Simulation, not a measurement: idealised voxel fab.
Herein follows the process module entitled voxel ribs on slabs.
cross-section cut | 260 nm wide | cells 5 nm
A cross-section is written here as square cells arranged in a grid, and it is given in bands from the top down, each band taking up one or more rows of cells. First you get the band's top height and its bottom height, in nm, and then the materials it's made of, left to right, with each width in nm. If you see a single material with "throughout", that one covers the band edge to edge. "empty" is empty space. Counting heights begins at 0, where everything beneath is, in the wafer as received, one material. The lowest band has no bottom; it goes on downwards, as "0 and below" shows. The notation "30->40" denotes a width that varies across the rows of cells in the band, beginning at the first number in the top row, finishing at the second number in the bottom row, and changing by an identical amount from each row to the next. Take "same as before" at face value: in the step it is given for, the cross-section changed in none of its cells. Enclosed voids (no open way to top), threshold 8 cells or more, entry "Enclosed void inventory", notation width x height at distance, distance from left edge, nm. On a step's line, text after the settings is the simulator commenting on that step. "overlay nm" answers the question of how far to the right of plan the mask lay on a step that has a mask, and when it is negative the answer is to the left.

Process steps foreseen in the plan
1) op RECEIVE | material Si
2) op DIRECTIONAL_DEP | material SiO2 | thk nm 30
3) op DIRECTIONAL_DEP | material SiN | thk nm 15
4) op PATTERN | tone cover | mask id RIB | material resist | width nm 20 | thk nm 15 | overlay nm 0
5) op DIRECTIONAL_ETCH | etch materials SiN | depth nm 10
6) op STRIP | etch materials resist
7) op PATTERN | tone cover | mask id SLAB | material resist | width nm 50 | thk nm 20 | overlay nm 0
8) op DIRECTIONAL_ETCH | etch materials SiN | depth nm 5
9) op STRIP | etch materials resist
10) op FILL_DEP | material SiO2 | thk nm 20
11) op CMP | height nm 60
12) op DIRECTIONAL_DEP | material W | thk nm 5
13) op PATTERN | tone cover | mask id HEATER | material resist | width nm 30 | thk nm 20 | overlay nm 0
14) op DIRECTIONAL_ETCH | etch materials W | depth nm 5
15) op STRIP | etch materials resist
16) op CONFORMAL_DEP | material SiN | thk nm 10

The first of a set of two wafers, run to plan

Shown in cross-section is the wafer as received, that is, as it stands after step 1
- 0 and below: Si throughout
- Enclosed void inventory: none

State of the wafer after step 2, shown in cross-section
- 30 down to 0: SiO2 throughout
- Under the height 0 nothing was changed.

State of the wafer after step 3, shown in cross-section
- 45 down to 30: SiN throughout
- Under the height 30 nothing was changed.

State of the wafer after step 4, shown in cross-section
- 60 down to 45: empty: 120 | resist: 20 | empty: 120
- Under the height 45 nothing was changed.

State of the wafer after step 5, shown in cross-section
- 60 down to 45: empty: 120 | resist: 20 | empty: 120
- 45 down to 35: empty: 120 | SiN: 20 | empty: 120
- Under the height 35 nothing was changed.

State of the wafer after step 6, shown in cross-section
- 45 down to 35: empty: 120 | SiN: 20 | empty: 120
- Under the height 35 nothing was changed.

State of the wafer after step 7, shown in cross-section
- 65 down to 45: empty: 105 | resist: 50 | empty: 105
- 45 down to 35: empty: 105 | resist: 15 | SiN: 20 | resist: 15 | empty: 105
- Under the height 35 nothing was changed.

State of the wafer after step 8, shown in cross-section
- 65 down to 45: empty: 105 | resist: 50 | empty: 105
- 45 down to 35: empty: 105 | resist: 15 | SiN: 20 | resist: 15 | empty: 105
- 35 down to 30: empty: 105 | SiN: 50 | empty: 105
- Under the height 30 nothing was changed.

State of the wafer after step 9, shown in cross-section
- 45 down to 35: empty: 120 | SiN: 20 | empty: 120
- Under the height 35 nothing was changed.

State of the wafer after step 10, shown in cross-section
- 65 down to 45: SiO2 throughout
- 45 down to 35: SiO2: 120 | SiN: 20 | SiO2: 120
- 35 down to 30: SiO2: 105 | SiN: 50 | SiO2: 105
- Under the height 30 nothing was changed.

State of the wafer after step 11, shown in cross-section
- 60 down to 45: SiO2 throughout
- Under the height 45 nothing was changed.

State of the wafer after step 12, shown in cross-section
- 65 down to 60: W throughout
- Under the height 60 nothing was changed.

State of the wafer after step 13, shown in cross-section
- 85 down to 65: empty: 115 | resist: 30 | empty: 115
- Under the height 65 nothing was changed.

State of the wafer after step 14, shown in cross-section
- 85 down to 65: empty: 115 | resist: 30 | empty: 115
- 65 down to 60: empty: 115 | W: 30 | empty: 115
- Under the height 60 nothing was changed.

State of the wafer after step 15, shown in cross-section
- 65 down to 60: empty: 115 | W: 30 | empty: 115
- Under the height 60 nothing was changed.

State of the wafer after step 16, shown in cross-section
- 75 down to 70: empty: 105 | SiN: 50 | empty: 105
- 70 down to 65: SiN throughout
- 65 down to 60: SiN: 115 | W: 30 | SiN: 115
- Under the height 60 nothing was changed.

Second wafer, same starting state and plan as the first, one mistake in the run, identical through step 2

Cross-section of the second wafer when, according to plan, step 3 should have finished
- 60 down to 30: SiN throughout
- Under the height 30 nothing was changed.

Cross-section of the second wafer when, according to plan, step 4 should have finished
- 75 down to 60: empty: 120 | resist: 20 | empty: 120
- Under the height 60 nothing was changed.

Cross-section of the second wafer when, according to plan, step 5 should have finished
- 75 down to 60: empty: 120 | resist: 20 | empty: 120
- 60 down to 50: empty: 120 | SiN: 20 | empty: 120
- Under the height 50 nothing was changed.

Cross-section of the second wafer when, according to plan, step 6 should have finished
- 60 down to 50: empty: 120 | SiN: 20 | empty: 120
- Under the height 50 nothing was changed.

Cross-section of the second wafer when, according to plan, step 7 should have finished
- 80 down to 60: empty: 105 | resist: 50 | empty: 105
- 60 down to 50: empty: 105 | resist: 15 | SiN: 20 | resist: 15 | empty: 105
- Under the height 50 nothing was changed.

Cross-section of the second wafer when, according to plan, step 8 should have finished
- 80 down to 60: empty: 105 | resist: 50 | empty: 105
- 60 down to 50: empty: 105 | resist: 15 | SiN: 20 | resist: 15 | empty: 105
- 50 down to 45: empty: 105 | SiN: 50 | empty: 105
- Under the height 45 nothing was changed.

Cross-section of the second wafer when, according to plan, step 9 should have finished
- 60 down to 50: empty: 120 | SiN: 20 | empty: 120
- Under the height 50 nothing was changed.

Cross-section of the second wafer when, according to plan, step 10 should have finished
- 80 down to 60: SiO2 throughout
- 60 down to 50: SiO2: 120 | SiN: 20 | SiO2: 120
- 50 down to 45: SiO2: 105 | SiN: 50 | SiO2: 105
- Under the height 45 nothing was changed.

Cross-section of the second wafer when, according to plan, step 11 should have finished
- 60 down to 50: SiO2: 120 | SiN: 20 | SiO2: 120
- Under the height 50 nothing was changed.

Cross-section of the second wafer when, according to plan, step 12 should have finished
- 65 down to 60: W throughout
- Under the height 60 nothing was changed.

Cross-section of the second wafer when, according to plan, step 13 should have finished
- 85 down to 65: empty: 115 | resist: 30 | empty: 115
- Under the height 65 nothing was changed.

Cross-section of the second wafer when, according to plan, step 14 should have finished
- 85 down to 65: empty: 115 | resist: 30 | empty: 115
- 65 down to 60: empty: 115 | W: 30 | empty: 115
- Under the height 60 nothing was changed.

Cross-section of the second wafer when, according to plan, step 15 should have finished
- 65 down to 60: empty: 115 | W: 30 | empty: 115
- Under the height 60 nothing was changed.

Cross-section of the second wafer when, according to plan, step 16 should have finished
- 75 down to 70: empty: 105 | SiN: 50 | empty: 105
- 70 down to 65: SiN throughout
- 65 down to 60: SiN: 115 | W: 30 | SiN: 115
- Under the height 60 nothing was changed.
Finding, execution versus plan: it should be noted that step 3 of the plan was executed twice
The closing comparison, in cells, has the second wafer with more or fewer of some materials than the first: SiN +156 | SiO2 -156
